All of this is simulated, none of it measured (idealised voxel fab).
The following is a process module called voxel ribs on slabs.
Each square cell in cross-section cut measures 5 nm, and the section as a whole is 185 nm wide.
We lay out every cross-section as a grid of square cells and spell it out in bands from the top down, where one band means one or more rows of cells.
Heights first: top, then bottom, in nm. Then materials, left to right, each with a width in nm. "full width" on a single material: fills the band edge to edge. "air": empty space.
Height 0 is the level under which the wafer as received is all one material. The lowest band goes on downwards, as in "0 nm and below".
The notation "30->40" denotes a width that varies across the rows of cells in the band, beginning at the first number in the top row, finishing at the second number in the bottom row, and changing by an identical amount from each row to the next.
"nothing got changed" after a step means that no cell of the cross-section changed.
Entry "Voids, enclosed". Content: empty spaces with no open connection to the top, size 8 cells or greater. Each: width x height at distance. Distance: from left edge. Unit: nm.
What comes after the settings on a step's line is commentary from the simulator itself on that step.
overlay nm: for a step with a mask, the amount by which the mask lay right of where it was planned; a negative amount means left of it.

# The following list gives the planned process steps
| 1 | RECEIVE, material Si |
| 2 | DIRECTIONAL_DEP, material SiO2, thk nm 25 |
| 3 | DIRECTIONAL_DEP, material SiN, thk nm 20 |
| 4 | MASKED_ETCH, tone cover, mask id RIB, width nm 25, etch materials SiN, depth nm 10, overlay nm 0 |
| 5 | MASKED_ETCH, tone cover, mask id SLAB, width nm 75, etch materials SiN, depth nm 10, overlay nm 0 |
| 6 | FILL_DEP, material SiO2, thk nm 25 |
| 7 | CMP, height nm 60 |
| 8 | DIRECTIONAL_DEP, material TiN, thk nm 10 |
| 9 | MASKED_ETCH, tone cover, mask id HEATER, width nm 35, etch materials TiN, depth nm 10, overlay nm 0 |
| 10 | CONFORMAL_DEP, material SiO2, thk nm 5 |

# Incoming wafer in cross-section (state: after step 1)
* 0 nm and below = Si full width
* Voids, enclosed: none

# Starting structure and process plan are as shown above, but one mistake was made in running the module; the wafer cross-section at the end of the module follows
* 75 nm to 70 nm = 70 air / 45 SiO2 / 70 air
* 70 nm to 65 nm = 70 air / 5 SiO2 / 35 TiN / 5 SiO2 / 70 air
* 65 nm to 60 nm = 75 SiO2 / 35 TiN / 75 SiO2
* 60 nm to 20 nm = SiO2 full width
* 20 nm to 0 nm = SiN full width
* 0 nm and below = Si full width
* Voids, enclosed: none
Nonconformance to the process plan: sequence error: steps 2 and 3 interchanged
